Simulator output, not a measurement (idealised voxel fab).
This section sets out a process module, namely voxel capacitor over wiring.
Pictured: cross-section cut, 150 nm wide, on a grid of 5 nm square cells.
Think of the cross-section as a grid of square cells. We describe it in bands, top to bottom, and each band covers one or more rows of those cells.
Within each band entry, the heights of the top and of the bottom of the band appear first, in that order and in nm; the materials of the band then follow from left to right, each with its corresponding width in nm. The designation "all across" on a single material indicates that it fills the band from edge to edge; the designation "blank" indicates empty space.
Height datum 0, below which the as-received substrate wafer is one material. Lowest band open at the bottom, running downward: "0 down".
A width given as "30->40" starts at the first number in the band's top row and ends at the second number in its bottom row, shifting by an equal amount at every step from row to row.
Step marked "no change occurred"? Then no cell in the cross-section changed in it.
Closed-off voids of 8+ cells (no open route to the top) go in "Fully closed voids", written width x height at distance from the left edge, in nm.
after a step's settings: what the simulator itself notes on the step
When a step includes a mask, the "overlay nm" setting on its line states how far to the right of its planned place that mask lay, and negative values state how far to the left.
So here's the lineup of process steps we planned:
1) RECEIVE with material Si
2) CONFORMAL_DEP with material SiO2, thk nm 10
3) DIRECTIONAL_DEP with material TiN, thk nm 5
4) DIRECTIONAL_DEP with material W, thk nm 15
5) MASKED_ETCH with tone cover, mask id METAL_1, width nm 30, pitch nm 90, etch materials W, depth nm 15, overlay nm 0
6) MASKED_ETCH with tone cover, mask id METAL_1, width nm 30, pitch nm 90, etch materials TiN, depth nm 5, overlay nm 0
7) CONFORMAL_DEP with material SiCN, thk nm 5
8) FILL_DEP with material lowk, thk nm 5
9) CMP with height nm 30
10) CONFORMAL_DEP with material SiCN, thk nm 5
11) DIRECTIONAL_DEP with material lowk, thk nm 15
12) MASKED_ETCH with tone open, mask id PLUG_1, width nm 15, etch materials lowk, depth nm 15, overlay nm 0
13) MASKED_ETCH with tone open, mask id PLUG_1, width nm 15, etch materials SiCN, depth nm 5, overlay nm 0
14) EPI with material Ru, thk nm 10
15) EPI with material Ru, thk nm 10
16) DIRECTIONAL_DEP with material TiN, thk nm 10
17) DIRECTIONAL_DEP with material SiN, thk nm 5
18) DIRECTIONAL_DEP with material TiN, thk nm 10
19) DIRECTIONAL_DEP with material aC, thk nm 15
20) PATTERN with tone cover, mask id UPPER_PLATE, material resist, width nm 65, thk nm 35, overlay nm 0
21) DIRECTIONAL_ETCH with etch materials aC, depth nm 15
22) STRIP with etch materials resist
23) DIRECTIONAL_ETCH with etch materials TiN, depth nm 10
24) DIRECTIONAL_ETCH with etch materials SiN, depth nm 5
25) STRIP with etch materials aC
26) DIRECTIONAL_DEP with material aC, thk nm 15
27) PATTERN with tone cover, mask id LOWER_PLATE, material resist, width nm 75, thk nm 35, overlay nm 0
28) DIRECTIONAL_ETCH with etch materials aC, depth nm 15
29) STRIP with etch materials resist
30) DIRECTIONAL_ETCH with etch materials TiN, depth nm 10
31) STRIP with etch materials aC
32) FILL_DEP with material SiO2, thk nm 15
33) CMP with height nm 85
34) PATTERN with tone open, mask id PLUG_2, material resist, width nm 15, thk nm 20, overlay nm 0
35) DIRECTIONAL_ETCH with etch materials SiO2, depth nm 10
36) STRIP with etch materials resist
37) CONFORMAL_DEP with material TiN, thk nm 5
38) FILL_DEP with material Cu, thk nm 10
39) CMP with height nm 85
40) CONFORMAL_DEP with material SiCN, thk nm 5
So this is the incoming wafer in cross-section - it's already been through step 1:
* 0 down: Si all across
* Fully closed voids: none
What the wafer looks like in cross-section after this module, when it starts as shown above and follows the plan above but one mistake is made in running it:
* 90 to 85: SiCN all across
* 85 to 80: 40 SiO2 / 5 TiN / 5 Cu / 5 TiN / 95 SiO2
* 80 to 75: 40 SiO2 / 15 TiN / 95 SiO2
* 75 to 65: 40 SiO2 / 60 TiN / 50 SiO2
* 65 to 60: 40 SiO2 / 65 SiN / 45 SiO2
* 60 to 50: 25 SiO2 / 80 TiN / 45 SiO2
* 50 to 35: 30 lowk / 15 Ru / 105 lowk
* 35 to 30: 30 SiCN / 15 Ru / 105 SiCN
* 30 to 15: 10 lowk / 5 SiCN / 30 W / 5 SiCN / 50 lowk / 5 SiCN / 30 W / 5 SiCN / 10 lowk
* 15 to 10: 15 SiCN / 30 TiN / 60 SiCN / 30 TiN / 15 SiCN
* 10 to 0: SiO2 all across
* 0 down: Si all across
* Fully closed voids: none
The mistake made against the process plan was this: note that step 20 departed from the planned setting and was carried out as PATTERN with tone cover, mask id UPPER_PLATE, material resist, width nm 65, thk nm 35, overlay nm 10
